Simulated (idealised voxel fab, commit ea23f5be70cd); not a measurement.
The following is a process module called voxel gate over fins.
We display cut, a cross-section 265 nm in width whose square cells are each 5 nm.
Reading order for cross-sections: top band down to bottom band. Underlying form: a grid of square cells. Band size: one or more rows of cells. Each band's line starts with the height of the band's top and of its bottom, in nm. Then come its materials from left to right, each with its width in nm. One material with "edge to edge" fills the band from edge to edge. "blank" is empty space. It should be noted that heights are counted from 0, beneath which the wafer as supplied is of one material throughout, and that the lowest band possesses no lower boundary but continues downward, as written in "0..down". Top row gets the first number, bottom row gets the second, and each row in between changes by the same step: that is how a band width like "30->40" works. Step note "no alterations made" = no cross-section cell changed. If an empty space has no open way to the top and is at least 8 cells in size, "Non-vented voids" lists it, written width x height at distance, where distance is measured from the left edge and every value is in nm. Note: text after step settings on the step line = simulator remark on that step. overlay nm: how far to the right of its planned place the mask lay on this masked step (negative: to the left).
Planned process steps
| 1 | RECEIVE (material Si) |
| 2 | CONFORMAL_DEP (material SiN; thk nm 10) |
| 3 | MASKED_ETCH (tone cover; mask id FINS; width nm 15; pitch nm 45; etch materials SiN; depth nm 10; overlay nm 0) |
| 4 | MASKED_ETCH (tone cover; mask id FINS; width nm 15; pitch nm 45; etch materials Si; depth nm 30; overlay nm 0) |
| 5 | OXIDIZE (depth nm 5) |
| 6 | FILL_DEP (material SiO2; thk nm 5) |
| 7 | CMP (height nm 10) |
| 8 | SELECTIVE_ETCH (etch materials SiO2; depth nm 25) |
| 9 | STRIP (etch materials SiN) |
| 10 | CONFORMAL_DEP (material HfO2; thk nm 5) |
| 11 | CONFORMAL_DEP (material TiN; thk nm 5) |
| 12 | CONFORMAL_DEP (material TiAl; thk nm 5) |
| 13 | CONFORMAL_DEP (material TiN; thk nm 5) |
| 14 | FILL_DEP (material W; thk nm 10) |
| 15 | CMP (height nm 25) |
| 16 | CONFORMAL_DEP (material SiCN; thk nm 10) |
Shown in cross-section is the wafer as received, that is, as it stands after step 1
0..down = Si edge to edge
Non-vented voids: none
First of two wafers: cross-section at end of module, run per plan
35..25 = SiCN edge to edge
25..20 = W edge to edge
20..15 = 40 nm W; 180 nm TiN; 45 nm W
15..10 = 40 nm W; 5 nm TiN; 35 nm TiAl; 10 nm TiN; 35 nm TiAl; 10 nm TiN; 35 nm TiAl; 10 nm TiN; 35 nm TiAl; 5 nm TiN; 45 nm W
10..5 = 40 nm W; 5 nm TiN; 5 nm TiAl; 25 nm TiN; 5 nm TiAl; 10 nm TiN; 5 nm TiAl; 25 nm TiN; 5 nm TiAl; 10 nm TiN; 5 nm TiAl; 25 nm TiN; 5 nm TiAl; 10 nm TiN; 5 nm TiAl; 25 nm TiN; 5 nm TiAl; 5 nm TiN; 45 nm W
5..0 = 45 nm TiN; 5 nm TiAl; 5 nm TiN; 15 nm HfO2; 5 nm TiN; 5 nm TiAl; 10 nm TiN; 5 nm TiAl; 5 nm TiN; 15 nm HfO2; 5 nm TiN; 5 nm TiAl; 10 nm TiN; 5 nm TiAl; 5 nm TiN; 15 nm HfO2; 5 nm TiN; 5 nm TiAl; 10 nm TiN; 5 nm TiAl; 5 nm TiN; 15 nm HfO2; 5 nm TiN; 5 nm TiAl; 50 nm TiN
0..-5 = 50 nm TiAl; 5 nm TiN; 5 nm HfO2; 5 nm Si; 5 nm HfO2; 5 nm TiN; 20 nm TiAl; 5 nm TiN; 5 nm HfO2; 5 nm Si; 5 nm HfO2; 5 nm TiN; 20 nm TiAl; 5 nm TiN; 5 nm HfO2; 5 nm Si; 5 nm HfO2; 5 nm TiN; 20 nm TiAl; 5 nm TiN; 5 nm HfO2; 5 nm Si; 5 nm HfO2; 5 nm TiN; 55 nm TiAl
-5..-10 = 55 nm TiN; 5 nm HfO2; 5 nm Si; 5 nm HfO2; 30 nm TiN; 5 nm HfO2; 5 nm Si; 5 nm HfO2; 30 nm TiN; 5 nm HfO2; 5 nm Si; 5 nm HfO2; 30 nm TiN; 5 nm HfO2; 5 nm Si; 5 nm HfO2; 60 nm TiN
-10..-15 = 60 nm HfO2; 5 nm Si; 40 nm HfO2; 5 nm Si; 40 nm HfO2; 5 nm Si; 40 nm HfO2; 5 nm Si; 65 nm HfO2
-15..-35 = 60 nm SiO2; 5 nm Si; 40 nm SiO2; 5 nm Si; 40 nm SiO2; 5 nm Si; 40 nm SiO2; 5 nm Si; 65 nm SiO2
-35..down = Si edge to edge
Non-vented voids: none
Cross-section, wafer two of two, end of module: same start and plan as wafer one, one error in execution
35..25 = SiCN edge to edge
25..20 = W edge to edge
20..15 = 40 nm W; 180 nm TiN; 45 nm W
15..10 = 40 nm W; 5 nm TiN; 35 nm TiAl; 10 nm TiN; 35 nm TiAl; 10 nm TiN; 35 nm TiAl; 10 nm TiN; 35 nm TiAl; 5 nm TiN; 45 nm W
10..5 = 40 nm W; 5 nm TiN; 5 nm TiAl; 25 nm TiN; 5 nm TiAl; 10 nm TiN; 5 nm TiAl; 25 nm TiN; 5 nm TiAl; 10 nm TiN; 5 nm TiAl; 25 nm TiN; 5 nm TiAl; 10 nm TiN; 5 nm TiAl; 25 nm TiN; 5 nm TiAl; 5 nm TiN; 45 nm W
5..0 = 45 nm TiN; 5 nm TiAl; 5 nm TiN; 15 nm HfO2; 5 nm TiN; 5 nm TiAl; 10 nm TiN; 5 nm TiAl; 5 nm TiN; 15 nm HfO2; 5 nm TiN; 5 nm TiAl; 10 nm TiN; 5 nm TiAl; 5 nm TiN; 15 nm HfO2; 5 nm TiN; 5 nm TiAl; 10 nm TiN; 5 nm TiAl; 5 nm TiN; 15 nm HfO2; 5 nm TiN; 5 nm TiAl; 50 nm TiN
0..-5 = 50 nm TiAl; 5 nm TiN; 5 nm HfO2; 5 nm Si; 5 nm HfO2; 5 nm TiN; 20 nm TiAl; 5 nm TiN; 5 nm HfO2; 5 nm Si; 5 nm HfO2; 5 nm TiN; 20 nm TiAl; 5 nm TiN; 5 nm HfO2; 5 nm Si; 5 nm HfO2; 5 nm TiN; 20 nm TiAl; 5 nm TiN; 5 nm HfO2; 5 nm Si; 5 nm HfO2; 5 nm TiN; 55 nm TiAl
-5..-10 = 55 nm TiN; 5 nm HfO2; 5 nm Si; 5 nm HfO2; 30 nm TiN; 5 nm HfO2; 5 nm Si; 5 nm HfO2; 30 nm TiN; 5 nm HfO2; 5 nm Si; 5 nm HfO2; 30 nm TiN; 5 nm HfO2; 5 nm Si; 5 nm HfO2; 60 nm TiN
-10..-15 = 60 nm HfO2; 5 nm Si; 40 nm HfO2; 5 nm Si; 40 nm HfO2; 5 nm Si; 40 nm HfO2; 5 nm Si; 65 nm HfO2
-15..-45 = 60 nm SiO2; 5 nm Si; 40 nm SiO2; 5 nm Si; 40 nm SiO2; 5 nm Si; 40 nm SiO2; 5 nm Si; 65 nm SiO2
-45..down = Si edge to edge
Non-vented voids: none
The plan and the run diverged here: step 4 was not run as planned; what actually ran was MASKED_ETCH (tone cover; mask id FINS; width nm 15; pitch nm 45; etch materials Si; depth nm 40; overlay nm 0)
End check, counted in cells, second wafer has more or fewer of these materials than the first: Si: 98 fewer | SiO2: 98 more
